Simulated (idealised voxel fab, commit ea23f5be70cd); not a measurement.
Proc. module: voxel self aligned vias
The cross-section on display is named cut; it measures 230 nm wide, and its cells are 5 nm squares.
In this document a cross-section is written as a grid of square cells. It is given as a series of bands, listed from the top down, and a band is one or more rows of cells.
Quick guide to a band line: top height, bottom height (nm) up front; then every material left to right with its width in nm. Only one material and it's marked "everywhere"? Then it fills the band edge to edge. And "air" just means empty space.
Zero point of the height axis is 0; under it, received wafer = one material. Lowest band: continues down indefinitely, "0 -> down".
It should be noted that a width expressed as "30..40" varies in equal increments from row to row of cells within the band, taking the value of the first number at the top row and that of the second number at the bottom row.
It should be understood that the words "no modification", when stated for a given step, signify that the cross-section underwent no change in any of its cells during that step.
"Listed closed voids" enumerates empty spaces isolated from the top, with no open way to it, that contain at least 8 cells, giving each as width x height at distance from the left edge, all three in nm.
Where a step's line continues beyond its settings, the continuation is a remark by the simulator itself on that step.
Regarding "overlay nm": on a step with a mask, it is the distance the mask lay to the right of its planned place; a negative value places it to the left.

LIST OF PLANNED PROCESS STEPS
1) RECEIVE, material Si
2) CONFORMAL_DEP, material SiO2, thk nm 10
3) CONFORMAL_DEP, material SiCN, thk nm 5
4) DIRECTIONAL_DEP, material SiO2, thk nm 30
5) DIRECTIONAL_DEP, material aC, thk nm 15
6) PATTERN, tone open, mask id LINES, material resist, width nm 25, pitch nm 55, thk nm 30, overlay nm 0
7) DIRECTIONAL_ETCH, etch materials aC, depth nm 15
8) STRIP, etch materials resist
9) DIRECTIONAL_ETCH, etch materials SiO2, depth nm 30
10) STRIP, etch materials aC
11) CONFORMAL_DEP, material TiN, thk nm 5
12) FILL_DEP, material W, thk nm 5
13) CMP, height nm 45
14) SELECTIVE_ETCH, etch materials W Ru TiN, depth nm 10
15) FILL_DEP, material SiN, thk nm 5
16) CMP, height nm 45
17) DIRECTIONAL_DEP, material SiO2, thk nm 15
18) DIRECTIONAL_DEP, material aC, thk nm 10
19) PATTERN, tone open, mask id VIAS, material resist, width nm 35, pitch nm 55, thk nm 25, overlay nm 0
20) DIRECTIONAL_ETCH, etch materials aC, depth nm 10
21) STRIP, etch materials resist
22) DIRECTIONAL_ETCH, etch materials SiO2, depth nm 15
23) DIRECTIONAL_ETCH, etch materials SiN, depth nm 10
24) STRIP, etch materials aC
25) CONFORMAL_DEP, material TiN, thk nm 5
26) FILL_DEP, material Ru, thk nm 5
27) CMP, height nm 60
28) CONFORMAL_DEP, material SiCN, thk nm 5

CROSS-SECTION OF THE WAFER AT RECEIPT, WHICH IS THE CONDITION AFTER STEP 1
* 0 -> down: Si everywhere
* Listed closed voids: none

WAFER CROSS-SECTION AT END OF MODULE: START AND PLAN AS SHOWN ABOVE, ONE EXECUTION ERROR
* 65 -> 60: SiCN everywhere
* 60 -> 45: SiO2: 40; TiN: 5; Ru: 25; TiN: 5; SiO2: 20; TiN: 5; Ru: 25; TiN: 5; SiO2: 20; TiN: 5; Ru: 25; TiN: 5; SiO2: 45
* 45 -> 40: SiN: 40; TiN: 10; Ru: 15; TiN: 10; SiN: 20; TiN: 10; Ru: 15; TiN: 10; SiN: 20; TiN: 10; Ru: 15; TiN: 10; SiN: 45
* 40 -> 35: SiO2: 45; TiN: 25; SiO2: 30; TiN: 25; SiO2: 30; TiN: 25; SiO2: 50
* 35 -> 15: SiO2: 45; TiN: 5; W: 15; TiN: 5; SiO2: 30; TiN: 5; W: 15; TiN: 5; SiO2: 30; TiN: 5; W: 15; TiN: 5; SiO2: 50
* 15 -> 10: SiO2: 45; TiN: 25; SiO2: 30; TiN: 25; SiO2: 30; TiN: 25; SiO2: 50
* 10 -> 0: SiO2 everywhere
* 0 -> down: Si everywhere
* Listed closed voids: none
In executing the process, a mistake was made relative to the plan: step 3 in the plan did not get run; it was skipped
